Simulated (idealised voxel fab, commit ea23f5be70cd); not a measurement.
You're looking at the process module voxel gate over fins.
Square cell edge 5 nm, section width 225 nm, ID cut.
We lay out every cross-section as a grid of square cells and spell it out in bands from the top down, where one band means one or more rows of cells.
Band: top and bottom heights (nm) first, top before bottom; then materials from left to right, widths in nm. "throughout" marks a sole material filling the band edge to edge. "blank" denotes empty space.
Heights are measured from 0, the level below which the as-received wafer is all one material; the lowest band has no bottom and continues downward, written as in "0 and below".
A width given as "30->40" starts at the first number in the band's top row and ends at the second number in its bottom row, shifting by an equal amount at every step from row to row.
Where the words "identical to before" appear for a step, the cross-section shows no cell changed by that step; every cell remained as before.
Entry "Fully sealed voids" = empty spaces >= 8 cells with no open way to the top; each as width x height at distance, distance from left edge, all nm.
Read whatever lies past the settings on a step's line as the simulator's own remark about the step.
overlay nm: for a step with a mask, the amount by which the mask lay right of where it was planned; a negative amount means left of it.
The following list gives the planned process steps
step 1: RECEIVE | material Si
step 2: CONFORMAL_DEP | material SiN | thk nm 10
step 3: DIRECTIONAL_DEP | material aC | thk nm 15
step 4: PATTERN | tone cover | mask id FINS | material resist | width nm 15 | pitch nm 35 | thk nm 30 | overlay nm 0
step 5: DIRECTIONAL_ETCH | etch materials aC | depth nm 15
step 6: STRIP | etch materials resist
step 7: DIRECTIONAL_ETCH | etch materials SiN | depth nm 10
step 8: DIRECTIONAL_ETCH | etch materials Si | depth nm 40
step 9: STRIP | etch materials aC
step 10: OXIDIZE | depth nm 5
step 11: FILL_DEP | material SiO2 | thk nm 10
step 12: CMP | height nm 10
step 13: SELECTIVE_ETCH | etch materials SiO2 | depth nm 20
step 14: STRIP | etch materials SiN
step 15: CONFORMAL_DEP | material HfO2 | thk nm 5
step 16: CONFORMAL_DEP | material TiN | thk nm 5
step 17: CONFORMAL_DEP | material TiAl | thk nm 5
step 18: CONFORMAL_DEP | material TiN | thk nm 5
step 19: FILL_DEP | material W | thk nm 10
step 20: CMP | height nm 25
step 21: CONFORMAL_DEP | material SiN | thk nm 10
As received (post step 1): cross-section
> 0 and below | Si throughout
> Fully sealed voids: none
End state of the module in cross-section, given the above starting point and plan and one mistake in execution
> 35 down to 25 | SiN throughout
> 25 down to 20 | W throughout
> 20 down to 15 | W (35); SiN (150); W (40)
> 15 down to 10 | W (35); SiN (5); TiAl (140); SiN (5); W (40)
> 10 down to 5 | SiN (40); TiAl (5); TiN (25); TiAl (10); TiN (25); TiAl (10); TiN (25); TiAl (10); TiN (25); TiAl (5); SiN (45)
> 5 down to 0 | TiAl (45); TiN (5); HfO2 (15); TiN (5); TiAl (10); TiN (5); HfO2 (15); TiN (5); TiAl (10); TiN (5); HfO2 (15); TiN (5); TiAl (10); TiN (5); HfO2 (15); TiN (5); TiAl (50)
> 0 down to -5 | TiN (50); HfO2 (5); Si (5); HfO2 (5); TiN (20); HfO2 (5); Si (5); HfO2 (5); TiN (20); HfO2 (5); Si (5); HfO2 (5); TiN (20); HfO2 (5); Si (5); HfO2 (5); TiN (55)
> -5 down to -10 | HfO2 (55); Si (5); HfO2 (30); Si (5); HfO2 (30); Si (5); HfO2 (30); Si (5); HfO2 (60)
> -10 down to -45 | SiO2 (55); Si (5); SiO2 (30); Si (5); SiO2 (30); Si (5); SiO2 (30); Si (5); SiO2 (60)
> -45 and below | Si throughout
> Fully sealed voids: none
Error vs. plan: step 18 changed vs plan, executed as CONFORMAL_DEP | material SiN | thk nm 5
